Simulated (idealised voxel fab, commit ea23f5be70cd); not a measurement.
Proc. module: voxel trench capacitor
Square cells of 5 nm make up the cross-section cut, whose width is 280 nm.
Cross-section spec: square-cell grid; bands listed top down; each band is one or more rows.
What a band's entry tells you: where the top is and where the bottom is, as heights in nm, and after that what lies inside, material by material from left to right, each with its width in nm. Empty space is written as the word "blank", and a single material marked with the word "full width" occupies the band from edge to edge.
The level at which height equals 0 is the one under which the wafer, as it arrives, is entirely one material. No lower edge exists for the bottom band, which continues downward and is notated as in "from 0 down".
A two-number width, for instance "30 to 40", indicates that the width is equal to the first number in the top row of the band and to the second number in the bottom row, and that it changes by a constant amount per row of cells.
Step marked "changes: none"? Then no cell in the cross-section changed in it.
Enclosed cavity list: empty space of 8 cells or more with no open way to the top, each as width x height at its distance from the left edge, in nm
Step line, after settings: the simulator's comment on this step.
What "overlay nm" on a step's line means: if the step has a mask, that mask lay this far to the right of its planned place, or, when the value is negative, to the left.
# Process steps - plan
1 RECEIVE | material Si
2 CONFORMAL_DEP | material SiN | thk nm 10
3 DIRECTIONAL_DEP | material aC | thk nm 15
4 PATTERN | tone open | mask id TRENCH | material resist | width nm 30 | pitch nm 45 | thk nm 35 | overlay nm 0
5 DIRECTIONAL_ETCH | etch materials aC | depth nm 15
6 STRIP | etch materials resist
7 DIRECTIONAL_ETCH | etch materials SiN | depth nm 10
8 DIRECTIONAL_ETCH | etch materials Si | depth nm 30
9 STRIP | etch materials aC
10 CONFORMAL_DEP | material HfO2 | thk nm 5
11 CONFORMAL_DEP | material TiN | thk nm 5
12 FILL_DEP | material W | thk nm 10
13 CMP | height nm 10
# Here's what the wafer looked like in cross-section when it arrived - that's after step 1
from 0 down = Si full width
Enclosed cavity list: none
# Same starting wafer, same plan as above, one mistake in the execution; this is the cross-section at the end of the module
from 10 to 0 = 90 W | 5 TiN | 5 HfO2 | 30 SiN | 5 HfO2 | 5 TiN | 5 HfO2 | 30 SiN | 5 HfO2 | 5 TiN | 95 W
from 0 to -20 = 90 W | 5 TiN | 5 HfO2 | 30 Si | 5 HfO2 | 5 TiN | 5 HfO2 | 30 Si | 5 HfO2 | 5 TiN | 95 W
from -20 to -25 = 95 TiN | 5 HfO2 | 30 Si | 5 HfO2 | 5 TiN | 5 HfO2 | 30 Si | 5 HfO2 | 100 TiN
from -25 to -30 = 100 HfO2 | 30 Si | 15 HfO2 | 30 Si | 105 HfO2
from -30 down = Si full width
Enclosed cavity list: none
Nonconformance to the process plan: step 4 off recipe, ran as PATTERN | tone cover | mask id TRENCH | material resist | width nm 30 | pitch nm 45 | thk nm 35 | overlay nm 0
